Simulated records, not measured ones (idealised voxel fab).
process module | voxel capacitor over wiring
cross-section cut | 300 nm wide | cells 5 nm
A cross-section is a grid of square cells, given in bands from the top down. A band is one or more rows of cells.
Each band's line starts with the height of the band's top and of its bottom, in nm. Then come its materials from left to right, each with its width in nm. One material with "throughout" fills the band from edge to edge. "air" is empty space.
Height 0 is the level under which the wafer as received is all one material. The lowest band goes on downwards, as in "0 down".
A width such as "30 to 40" changes by the same amount from each row of cells to the next, from the band's top row to its bottom row.
"no change" after a step means that no cell of the cross-section changed.
closed voids: empty space of 8 cells or more with no open way to the top, each as width x height at its distance from the left edge, in nm
after a step's settings: what the simulator itself notes on the step
overlay nm, on a step with a mask: how far to the right of its planned place the mask lay; to the left if negative
plan
1 op RECEIVE | material Si
2 op CONFORMAL_DEP | material SiO2 | thk nm 15
3 op DIRECTIONAL_DEP | material TiN | thk nm 5
4 op DIRECTIONAL_DEP | material Ru | thk nm 15
5 op DIRECTIONAL_DEP | material aC | thk nm 10
6 op PATTERN | tone cover | mask id METAL_1 | material resist | width nm 25 | pitch nm 80 | thk nm 25 | overlay nm 0
7 op DIRECTIONAL_ETCH | etch materials aC | depth nm 10
8 op STRIP | etch materials resist
9 op DIRECTIONAL_ETCH | etch materials Ru | depth nm 15
10 op DIRECTIONAL_ETCH | etch materials TiN | depth nm 5
11 op STRIP | etch materials aC
12 op FILL_DEP | material SiO2 | thk nm 10
13 op CMP | height nm 35
14 op CONFORMAL_DEP | material SiCN | thk nm 5
15 op DIRECTIONAL_DEP | material SiO2 | thk nm 20
16 op MASKED_ETCH | tone open | mask id PLUG_1 | width nm 15 | etch materials SiO2 | depth nm 20 | overlay nm 0
17 op MASKED_ETCH | tone open | mask id PLUG_1 | width nm 15 | etch materials SiCN | depth nm 5 | overlay nm 0
18 op CONFORMAL_DEP | material TiN | thk nm 5
19 op FILL_DEP | material Ru | thk nm 5
20 op CMP | height nm 60
21 op DIRECTIONAL_DEP | material TiN | thk nm 10
22 op DIRECTIONAL_DEP | material Al2O3 | thk nm 5
23 op DIRECTIONAL_DEP | material TiN | thk nm 5
24 op MASKED_ETCH | tone cover | mask id UPPER_PLATE | width nm 60 | etch materials TiN | depth nm 5 | overlay nm 0
25 op MASKED_ETCH | tone cover | mask id UPPER_PLATE | width nm 60 | etch materials Al2O3 | depth nm 5 | overlay nm 0
26 op MASKED_ETCH | tone cover | mask id LOWER_PLATE | width nm 70 | etch materials TiN | depth nm 10 | overlay nm 0
27 op FILL_DEP | material SiO2 | thk nm 15
28 op CMP | height nm 90
29 op DIRECTIONAL_DEP | material aC | thk nm 15
30 op PATTERN | tone open | mask id PLUG_2 | material resist | width nm 15 | thk nm 35 | overlay nm 0
31 op DIRECTIONAL_ETCH | etch materials aC | depth nm 15
32 op STRIP | etch materials resist
33 op DIRECTIONAL_ETCH | etch materials SiO2 | depth nm 10
34 op STRIP | etch materials aC
35 op CONFORMAL_DEP | material TiN | thk nm 5
36 op FILL_DEP | material Ru | thk nm 5
37 op CMP | height nm 90
38 op CONFORMAL_DEP | material SiN | thk nm 5
as received, after step 1
  0 down: Si throughout
  closed voids: none
a wafer at the end: this start, this plan, one mistake
  95 to 90: SiN throughout
  90 to 85: SiO2 115 | TiN 5 | Ru 5 | TiN 5 | SiO2 170
  85 to 75: SiO2 115 to 105 | TiN 15 to 60 | SiO2 170 to 135
  75 to 70: SiO2 105 | Al2O3 60 | SiO2 135
  70 to 60: SiO2 100 | TiN 70 | SiO2 130
  60 to 40: SiO2 105 | TiN 5 | Ru 5 | TiN 5 | SiO2 180
  40 to 35: SiCN 105 | TiN 15 | SiCN 180
  35 to 30: SiO2 throughout
  30 to 15: SiO2 95 | Ru 25 | SiO2 55 | Ru 25 | SiO2 100
  15 to 10: SiO2 95 | TiN 25 | SiO2 55 | TiN 25 | SiO2 100
  10 to 0: SiO2 throughout
  0 down: Si throughout
  closed voids: none
what went wrong: step 2 ran as: op CONFORMAL_DEP | material SiO2 | thk nm 10
